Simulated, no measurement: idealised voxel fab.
Proc. module: voxel gate over fins
FYI the section here is cut, 290 nm wide, cells are 5 nm squares.
Throughout this document, each cross-section is represented as a grid of square cells and is presented as a sequence of bands enumerated from the top downward, where a band comprises one or more rows of cells.
For a band, the entry starts with two heights in nm, that of the top and then that of the bottom, and carries on with the band's materials in order from left to right, each alongside its width in nm; the word "full width" beside a single material means it fills the band edge to edge, and "air" means empty space.
Where do heights start? At 0: under that level the wafer as delivered is made of one material only. And the lowest band has no floor; it just carries on downward, as in "0..down".
It should be noted that a width expressed as "30..40" varies in equal increments from row to row of cells within the band, taking the value of the first number at the top row and that of the second number at the bottom row.
A step reported as "remained the same" is a step in which no cell of the cross-section changed.
Each empty space that has no open way to the top and spans at least 8 cells appears under "Fully closed voids" as width x height at distance, the distance counted from the left edge, all in nm.
If you see something after the settings on a step's line, that's the simulator's own remark about that step.
overlay nm: how far to the right of its planned place the mask lay on this masked step (negative: to the left).
So here's the lineup of process steps we planned
| 1 | op RECEIVE | material Si |
| 2 | op CONFORMAL_DEP | material SiN | thk nm 10 |
| 3 | op PATTERN | tone cover | mask id FINS | material resist | width nm 15 | pitch nm 35 | thk nm 20 | overlay nm 0 |
| 4 | op DIRECTIONAL_ETCH | etch materials SiN | depth nm 10 |
| 5 | op DIRECTIONAL_ETCH | etch materials Si | depth nm 35 |
| 6 | op STRIP | etch materials resist |
| 7 | op OXIDIZE | depth nm 5 |
| 8 | op FILL_DEP | material SiO2 | thk nm 10 |
| 9 | op CMP | height nm 10 |
| 10 | op SELECTIVE_ETCH | etch materials SiO2 | depth nm 25 |
| 11 | op STRIP | etch materials SiN |
| 12 | op CONFORMAL_DEP | material HfO2 | thk nm 5 |
| 13 | op CONFORMAL_DEP | material TiN | thk nm 5 |
| 14 | op FILL_DEP | material W | thk nm 10 |
| 15 | op CMP | height nm 15 |
| 16 | op CONFORMAL_DEP | material SiCN | thk nm 10 |
First wafer, two in total, run as planned
This is the cross-section of the wafer as we received it, i.e. after step 1
  0..down | Si full width
  Fully closed voids: none
after step 2
  10..0 | SiN full width
  Beneath the level 0, the cross-section is identical to its previous state.
after step 3
  30..10 | air 120 nm | resist 15 nm | air 20 nm | resist 15 nm | air 120 nm
  Beneath the level 10, the cross-section is identical to its previous state.
after step 4
  30..10 | air 120 nm | resist 15 nm | air 20 nm | resist 15 nm | air 120 nm
  10..0 | air 120 nm | SiN 15 nm | air 20 nm | SiN 15 nm | air 120 nm
  Beneath the level 0, the cross-section is identical to its previous state.
after step 5
  30..10 | air 120 nm | resist 15 nm | air 20 nm | resist 15 nm | air 120 nm
  10..0 | air 120 nm | SiN 15 nm | air 20 nm | SiN 15 nm | air 120 nm
  0..-35 | air 120 nm | Si 15 nm | air 20 nm | Si 15 nm | air 120 nm
  Beneath the level -35, the cross-section is identical to its previous state.
after step 6
  10..0 | air 120 nm | SiN 15 nm | air 20 nm | SiN 15 nm | air 120 nm
  Beneath the level 0, the cross-section is identical to its previous state.
after step 7
  10..0 | air 120 nm | SiN 15 nm | air 20 nm | SiN 15 nm | air 120 nm
  0..-35 | air 120 nm | SiO2 5 nm | Si 5 nm | SiO2 5 nm | air 20 nm | SiO2 5 nm | Si 5 nm | SiO2 5 nm | air 120 nm
  -35..-40 | SiO2 125 nm | Si 5 nm | SiO2 30 nm | Si 5 nm | SiO2 125 nm
  Beneath the level -40, the cross-section is identical to its previous state.
after step 8
  20..10 | SiO2 full width
  10..0 | SiO2 120 nm | SiN 15 nm | SiO2 20 nm | SiN 15 nm | SiO2 120 nm
  0..-40 | SiO2 125 nm | Si 5 nm | SiO2 30 nm | Si 5 nm | SiO2 125 nm
  Beneath the level -40, the cross-section is identical to its previous state.
after step 9
  10..0 | SiO2 120 nm | SiN 15 nm | SiO2 20 nm | SiN 15 nm | SiO2 120 nm
  Beneath the level 0, the cross-section is identical to its previous state.
after step 10
  10..0 | air 120 nm | SiN 15 nm | air 20 nm | SiN 15 nm | air 120 nm
  0..-15 | air 125 nm | Si 5 nm | air 30 nm | Si 5 nm | air 125 nm
  Beneath the level -15, the cross-section is identical to its previous state.
after step 11
  0..-15 | air 125 nm | Si 5 nm | air 30 nm | Si 5 nm | air 125 nm
  Beneath the level -15, the cross-section is identical to its previous state.
after step 12
  5..0 | air 120 nm | HfO2 15 nm | air 20 nm | HfO2 15 nm | air 120 nm
  0..-10 | air 120 nm | HfO2 5 nm | Si 5 nm | HfO2 5 nm | air 20 nm | HfO2 5 nm | Si 5 nm | HfO2 5 nm | air 120 nm
  -10..-15 | HfO2 125 nm | Si 5 nm | HfO2 30 nm | Si 5 nm | HfO2 125 nm
  Beneath the level -15, the cross-section is identical to its previous state.
after step 13
  10..5 | air 115 nm | TiN 25 nm | air 10 nm | TiN 25 nm | air 115 nm
  5..0 | air 115 nm | TiN 5 nm | HfO2 15 nm | TiN 5 nm | air 10 nm | TiN 5 nm | HfO2 15 nm | TiN 5 nm | air 115 nm
  0..-5 | air 115 nm | TiN 5 nm | HfO2 5 nm | Si 5 nm | HfO2 5 nm | TiN 5 nm | air 10 nm | TiN 5 nm | HfO2 5 nm | Si 5 nm | HfO2 5 nm | TiN 5 nm | air 115 nm
  -5..-10 | TiN 120 nm | HfO2 5 nm | Si 5 nm | HfO2 5 nm | TiN 20 nm | HfO2 5 nm | Si 5 nm | HfO2 5 nm | TiN 120 nm
  Beneath the level -10, the cross-section is identical to its previous state.
after step 14
  20..10 | W full width
  10..5 | W 115 nm | TiN 25 nm | W 10 nm | TiN 25 nm | W 115 nm
  5..0 | W 115 nm | TiN 5 nm | HfO2 15 nm | TiN 5 nm | W 10 nm | TiN 5 nm | HfO2 15 nm | TiN 5 nm | W 115 nm
  0..-5 | W 115 nm | TiN 5 nm | HfO2 5 nm | Si 5 nm | HfO2 5 nm | TiN 5 nm | W 10 nm | TiN 5 nm | HfO2 5 nm | Si 5 nm | HfO2 5 nm | TiN 5 nm | W 115 nm
  Beneath the level -5, the cross-section is identical to its previous state.
after step 15
  15..10 | W full width
  Beneath the level 10, the cross-section is identical to its previous state.
after step 16
  25..15 | SiCN full width
  Beneath the level 15, the cross-section is identical to its previous state.
Wafer two. Identical start, identical plan. One mistake in execution. Identical history through step 12
Cross-section: second wafer, time at which step 13 was scheduled to end
  10..5 | air 115 nm | SiO2 25 nm | air 10 nm | SiO2 25 nm | air 115 nm
  5..0 | air 115 nm | SiO2 5 nm | HfO2 15 nm | SiO2 5 nm | air 10 nm | SiO2 5 nm | HfO2 15 nm | SiO2 5 nm | air 115 nm
  0..-5 | air 115 nm | SiO2 5 nm | HfO2 5 nm | Si 5 nm | HfO2 5 nm | SiO2 5 nm | air 10 nm | SiO2 5 nm | HfO2 5 nm | Si 5 nm | HfO2 5 nm | SiO2 5 nm | air 115 nm
  -5..-10 | SiO2 120 nm | HfO2 5 nm | Si 5 nm | HfO2 5 nm | SiO2 20 nm | HfO2 5 nm | Si 5 nm | HfO2 5 nm | SiO2 120 nm
  Beneath the level -10, the cross-section is identical to its previous state.
Cross-section: second wafer, time at which step 14 was scheduled to end
  20..10 | W full width
  10..5 | W 115 nm | SiO2 25 nm | W 10 nm | SiO2 25 nm | W 115 nm
  5..0 | W 115 nm | SiO2 5 nm | HfO2 15 nm | SiO2 5 nm | W 10 nm | SiO2 5 nm | HfO2 15 nm | SiO2 5 nm | W 115 nm
  0..-5 | W 115 nm | SiO2 5 nm | HfO2 5 nm | Si 5 nm | HfO2 5 nm | SiO2 5 nm | W 10 nm | SiO2 5 nm | HfO2 5 nm | Si 5 nm | HfO2 5 nm | SiO2 5 nm | W 115 nm
  Beneath the level -5, the cross-section is identical to its previous state.
Cross-section: second wafer, time at which step 15 was scheduled to end
  15..10 | W full width
  Beneath the level 10, the cross-section is identical to its previous state.
Cross-section: second wafer, time at which step 16 was scheduled to end
  25..15 | SiCN full width
  Beneath the level 15, the cross-section is identical to its previous state.
What was the processing mistake? step 13 went in with a setting other than planned; the actual run was op CONFORMAL_DEP | material SiO2 | thk nm 5
Cell-count delta at end, second wafer over first, by material: 70 more of SiO2; 70 fewer of TiN
